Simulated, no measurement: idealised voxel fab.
Name of the process module below: voxel transistor to metal
Xsec cut, 185 nm wide, square cell size 5 nm.
Cross-section format: a grid of square cells, given as bands from top to bottom; each band is one or more rows of cells. This entry defines a band. It first specifies the height of the band's top and the height of its bottom in nm, and then specifies the band's materials from left to right, stating each material with its width in nm. The word "everywhere" identifies a single material that fills the band from edge to edge, while the word "blank" identifies empty space. Heights are reckoned from 0. Under this level, the received wafer is all of one material. The bottommost band is open-ended downward, for example "from 0 down". Note: "30..40" means the width goes from the first number (top row of the band) to the second number (bottom row) in equal steps per row of cells. "no modifications" (step): cross-section cells unchanged, all of them. Any empty space of 8 cells or more lacking an open way to the top shows up in "Closed void register" as width x height at distance, distance from the left edge, in nm. It should be noted that, on the line of a given step, the content following the step's settings is a remark produced by the simulator itself with respect to that step. A step line may carry the setting "overlay nm", which, for steps involving a mask, states the distance by which the mask lay to the right of its intended position; negative values denote displacement to the left.

-- The following list gives the planned process steps
1) RECEIVE, material Si
2) CONFORMAL_DEP, material SiO2, thk nm 5
3) CONFORMAL_DEP, material SiN, thk nm 10
4) PATTERN, tone cover, mask id ACTIVE, material resist, width nm 85, thk nm 20, overlay nm 0
5) DIRECTIONAL_ETCH, etch materials SiN, depth nm 10
6) DIRECTIONAL_ETCH, etch materials SiO2, depth nm 5
7) DIRECTIONAL_ETCH, etch materials Si, depth nm 20
8) STRIP, etch materials resist
9) OXIDIZE, depth nm 5
10) FILL_DEP, material SiO2, thk nm 15
11) CMP, height nm 15
12) SELECTIVE_ETCH, etch materials SiO2, depth nm 5
13) STRIP, etch materials SiN
14) SELECTIVE_ETCH, etch materials SiO2, depth nm 5
15) OXIDIZE, depth nm 5
16) DIRECTIONAL_DEP, material polySi, thk nm 25
17) DIRECTIONAL_DEP, material SiCN, thk nm 15
18) DIRECTIONAL_DEP, material aC, thk nm 10
19) PATTERN, tone cover, mask id GATE, material resist, width nm 15, thk nm 25, overlay nm 0
20) DIRECTIONAL_ETCH, etch materials aC, depth nm 10
21) STRIP, etch materials resist
22) DIRECTIONAL_ETCH, etch materials SiCN, depth nm 25
23) DIRECTIONAL_ETCH, etch materials polySi, depth nm 35
24) STRIP, etch materials aC
25) CONFORMAL_DEP, material SiN, thk nm 10
26) DIRECTIONAL_ETCH, etch materials SiN, depth nm 10
27) DIRECTIONAL_ETCH, etch materials SiO2, depth nm 5
28) EPI, material SiGe, thk nm 5
29) FILL_DEP, material SiO2, thk nm 10
30) CMP, height nm 40
31) DIRECTIONAL_DEP, material SiO2, thk nm 15
32) MASKED_ETCH, tone open, mask id CONTACT, width nm 15, pitch nm 60, etch materials SiO2, depth nm 55, overlay nm 0
33) CONFORMAL_DEP, material TiN, thk nm 5
34) FILL_DEP, material W, thk nm 5
35) CMP, height nm 55
36) CONFORMAL_DEP, material SiCN, thk nm 5
37) DIRECTIONAL_DEP, material SiO2, thk nm 20
38) PATTERN, tone open, mask id METAL_1, material resist, width nm 15, pitch nm 60, thk nm 15, overlay nm 0
39) DIRECTIONAL_ETCH, etch materials SiO2, depth nm 20
40) DIRECTIONAL_ETCH, etch materials SiCN, depth nm 5
41) STRIP, etch materials resist
42) CONFORMAL_DEP, material TiN, thk nm 5
43) FILL_DEP, material Cu, thk nm 5
44) CMP, height nm 80
45) CONFORMAL_DEP, material SiN, thk nm 5
Variable across wafers: step 19 width nm (plan value is that of the first wafer; starting state common to all).

-- The as-received cross-section of the first of several wafers corresponds to the state after step 1
* from 0 down  Si everywhere
* Closed void register: none

-- The rows of the table below are wafers. Looking at the end of the module, a row counts, for every material, the cells the wafer has gained, shown as (+), or lost, shown as (-), since it was received; its closed voids come next
width nm 15 | +8 Cu | -125 Si | +40 SiCN | +8 SiGe | +73 SiN | +522 SiO2 | +68 TiN | +20 W | +15 polySi | Closed void register: none
width nm 20 | +8 Cu | -125 Si | +43 SiCN | +7 SiGe | +73 SiN | +515 SiO2 | +68 TiN | +20 W | +20 polySi | Closed void register: none
width nm 25 | +8 Cu | -125 Si | +46 SiCN | +6 SiGe | +73 SiN | +508 SiO2 | +68 TiN | +20 W | +25 polySi | Closed void register: none
width nm 30 | +8 Cu | -125 Si | +49 SiCN | +5 SiGe | +73 SiN | +509 SiO2 | +68 TiN | +12 W | +30 polySi | Closed void register: none
